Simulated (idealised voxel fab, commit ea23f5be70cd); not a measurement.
process module | voxel spacer lines
cross-section cut | 150 nm wide | cells 5 nm
A cross-section is a grid of square cells, given in bands from the top down. A band is one or more rows of cells.
Each band's line starts with the height of the band's top and of its bottom, in nm. Then come its materials from left to right, each with its width in nm. One material with "throughout" fills the band from edge to edge. "air" is empty space.
Height 0 is the level under which the wafer as received is all one material. The lowest band goes on downwards, as in "0 down".
A width such as "30 to 40" changes by the same amount from each row of cells to the next, from the band's top row to its bottom row.
"no change" after a step means that no cell of the cross-section changed.
closed voids: empty space of 8 cells or more with no open way to the top, each as width x height at its distance from the left edge, in nm
after a step's settings: what the simulator itself notes on the step
overlay nm, on a step with a mask: how far to the right of its planned place the mask lay; to the left if negative
plan
1 op RECEIVE | material Si
2 op CONFORMAL_DEP | material Al2O3 | thk nm 10
3 op DIRECTIONAL_DEP | material TiN | thk nm 15
4 op DIRECTIONAL_DEP | material polySi | thk nm 30
5 op PATTERN | tone cover | mask id MANDREL | material resist | width nm 20 | pitch nm 60 | thk nm 40 | overlay nm 0
6 op DIRECTIONAL_ETCH | etch materials polySi | depth nm 30
7 op STRIP | etch materials resist
8 op CONFORMAL_DEP | material SiN | thk nm 10
9 op DIRECTIONAL_ETCH | etch materials SiN | depth nm 10
10 op STRIP | etch materials polySi
11 op DIRECTIONAL_ETCH | etch materials TiN | depth nm 15
12 op STRIP | etch materials SiN
13 op FILL_DEP | material lowk | thk nm 10
14 op CMP | height nm 25
first wafer, as planned
as received, after step 1
  0 down: Si throughout
  closed voids: none
after step 2
  10 to 0: Al2O3 throughout
  below 0: unchanged
after step 3
  25 to 10: TiN throughout
  below 10: unchanged
after step 4
  55 to 25: polySi throughout
  below 25: unchanged
after step 5
  95 to 55: air 35 | resist 20 | air 40 | resist 20 | air 35
  below 55: unchanged
after step 6
  95 to 55: air 35 | resist 20 | air 40 | resist 20 | air 35
  55 to 25: air 35 | polySi 20 | air 40 | polySi 20 | air 35
  below 25: unchanged
after step 7
  55 to 25: air 35 | polySi 20 | air 40 | polySi 20 | air 35
  below 25: unchanged
after step 8
  65 to 55: air 25 | SiN 40 | air 20 | SiN 40 | air 25
  55 to 35: air 25 | SiN 10 | polySi 20 | SiN 10 | air 20 | SiN 10 | polySi 20 | SiN 10 | air 25
  35 to 25: SiN 35 | polySi 20 | SiN 40 | polySi 20 | SiN 35
  below 25: unchanged
after step 9
  55 to 25: air 25 | SiN 10 | polySi 20 | SiN 10 | air 20 | SiN 10 | polySi 20 | SiN 10 | air 25
  below 25: unchanged
after step 10
  55 to 25: air 25 | SiN 10 | air 20 | SiN 10 | air 20 | SiN 10 | air 20 | SiN 10 | air 25
  below 25: unchanged
after step 11
  55 to 25: air 25 | SiN 10 | air 20 | SiN 10 | air 20 | SiN 10 | air 20 | SiN 10 | air 25
  25 to 10: air 25 | TiN 10 | air 20 | TiN 10 | air 20 | TiN 10 | air 20 | TiN 10 | air 25
  below 10: unchanged
after step 12
  25 to 10: air 25 | TiN 10 | air 20 | TiN 10 | air 20 | TiN 10 | air 20 | TiN 10 | air 25
  below 10: unchanged
after step 13
  35 to 25: lowk throughout
  25 to 10: lowk 25 | TiN 10 | lowk 20 | TiN 10 | lowk 20 | TiN 10 | lowk 20 | TiN 10 | lowk 25
  below 10: unchanged
after step 14
  25 to 10: lowk 25 | TiN 10 | lowk 20 | TiN 10 | lowk 20 | TiN 10 | lowk 20 | TiN 10 | lowk 25
  below 10: unchanged
second wafer: like start, like plan, one mistake. Through step 1 it matches the first wafer
when step 2 should have ended
  15 to 0: Al2O3 throughout
  below 0: unchanged
when step 3 should have ended
  30 to 15: TiN throughout
  below 15: unchanged
when step 4 should have ended
  60 to 30: polySi throughout
  below 30: unchanged
when step 5 should have ended
  100 to 60: air 35 | resist 20 | air 40 | resist 20 | air 35
  below 60: unchanged
when step 6 should have ended
  100 to 60: air 35 | resist 20 | air 40 | resist 20 | air 35
  60 to 30: air 35 | polySi 20 | air 40 | polySi 20 | air 35
  below 30: unchanged
when step 7 should have ended
  60 to 30: air 35 | polySi 20 | air 40 | polySi 20 | air 35
  below 30: unchanged
when step 8 should have ended
  70 to 60: air 25 | SiN 40 | air 20 | SiN 40 | air 25
  60 to 40: air 25 | SiN 10 | polySi 20 | SiN 10 | air 20 | SiN 10 | polySi 20 | SiN 10 | air 25
  40 to 30: SiN 35 | polySi 20 | SiN 40 | polySi 20 | SiN 35
  below 30: unchanged
when step 9 should have ended
  60 to 30: air 25 | SiN 10 | polySi 20 | SiN 10 | air 20 | SiN 10 | polySi 20 | SiN 10 | air 25
  below 30: unchanged
when step 10 should have ended
  60 to 30: air 25 | SiN 10 | air 20 | SiN 10 | air 20 | SiN 10 | air 20 | SiN 10 | air 25
  below 30: unchanged
when step 11 should have ended
  60 to 30: air 25 | SiN 10 | air 20 | SiN 10 | air 20 | SiN 10 | air 20 | SiN 10 | air 25
  30 to 15: air 25 | TiN 10 | air 20 | TiN 10 | air 20 | TiN 10 | air 20 | TiN 10 | air 25
  below 15: unchanged
when step 12 should have ended
  30 to 15: air 25 | TiN 10 | air 20 | TiN 10 | air 20 | TiN 10 | air 20 | TiN 10 | air 25
  below 15: unchanged
when step 13 should have ended
  40 to 30: lowk throughout
  30 to 15: lowk 25 | TiN 10 | lowk 20 | TiN 10 | lowk 20 | TiN 10 | lowk 20 | TiN 10 | lowk 25
  below 15: unchanged
when step 14 should have ended
  25 to 15: lowk 25 | TiN 10 | lowk 20 | TiN 10 | lowk 20 | TiN 10 | lowk 20 | TiN 10 | lowk 25
  below 15: unchanged
what went wrong: step 2 ran as: op CONFORMAL_DEP | material Al2O3 | thk nm 15
at the end the second wafer has, in cells: 30 more of Al2O3 | 8 fewer of TiN | 22 fewer of lowk
